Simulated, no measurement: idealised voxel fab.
Process module, titled voxel trench capacitor
Pictured: cross-section cut, 185 nm wide, on a grid of 5 nm square cells.
Bands, listed from the top down, are how a cross-section gets written in this document; the cross-section itself is a grid of square cells, and a band is one or more rows of them. It is stipulated that each band's entry specify, in nanometres, the height of the top of the band and then that of its bottom, followed by the materials of the band in left-to-right sequence, each together with its width in nanometres. A single material marked by the word "everywhere" is understood to fill the band from edge to edge; the word "empty" is understood to denote empty space. All heights in this document are referenced to 0, defined as the level beneath which the wafer, as received, consists entirely of one material. The lowest band is not bounded below; it extends indefinitely downward and is written in the form "0..down". Width: "30..40" (first number = top row, second number = bottom row, same change from row to row of cells). Basically "no alterations made" means that step didn't change any cell in the cross-section. Under "Sealed void list" you'll find the enclosed gaps, the ones with no way out to the top, that are 8 cells or bigger; each reads width x height at distance, with distance counted from the left edge, everything in nm. If you see something after the settings on a step's line, that's the simulator's own remark about that step. overlay nm: on a step with a mask, how far right of its planned place the mask lay; negative means left.

# Steps planned for the process
1: RECEIVE (material Si)
2: CONFORMAL_DEP (material SiN; thk nm 10)
3: DIRECTIONAL_DEP (material aC; thk nm 15)
4: PATTERN (tone open; mask id TRENCH; material resist; width nm 30; pitch nm 50; thk nm 35; overlay nm 0)
5: DIRECTIONAL_ETCH (etch materials aC; depth nm 15)
6: STRIP (etch materials resist)
7: DIRECTIONAL_ETCH (etch materials SiN; depth nm 10)
8: DIRECTIONAL_ETCH (etch materials Si; depth nm 25)
9: STRIP (etch materials aC)
10: CONFORMAL_DEP (material Al2O3; thk nm 5)
11: CONFORMAL_DEP (material TiN; thk nm 5)
12: FILL_DEP (material W; thk nm 5)
13: CMP (height nm 10)

# Cross-section, incoming material, after step 1
0..down: Si everywhere
Sealed void list: none

# Wafer at module end, in section. Began as above, planned as above, run with one mistake
10..0: 50 SiN  5 Al2O3  5 TiN  10 W  5 TiN  5 Al2O3  20 SiN  5 Al2O3  5 TiN  10 W  5 TiN  5 Al2O3  55 SiN
0..-20: 50 Si  5 Al2O3  5 TiN  10 W  5 TiN  5 Al2O3  20 Si  5 Al2O3  5 TiN  10 W  5 TiN  5 Al2O3  55 Si
-20..-25: 50 Si  5 Al2O3  20 TiN  5 Al2O3  20 Si  5 Al2O3  20 TiN  5 Al2O3  55 Si
-25..-30: 50 Si  30 Al2O3  20 Si  30 Al2O3  55 Si
-30..down: Si everywhere
Sealed void list: none
What was done differently from what was planned? step 8 deviated from plan and actually ran as DIRECTIONAL_ETCH (etch materials Si; depth nm 30)
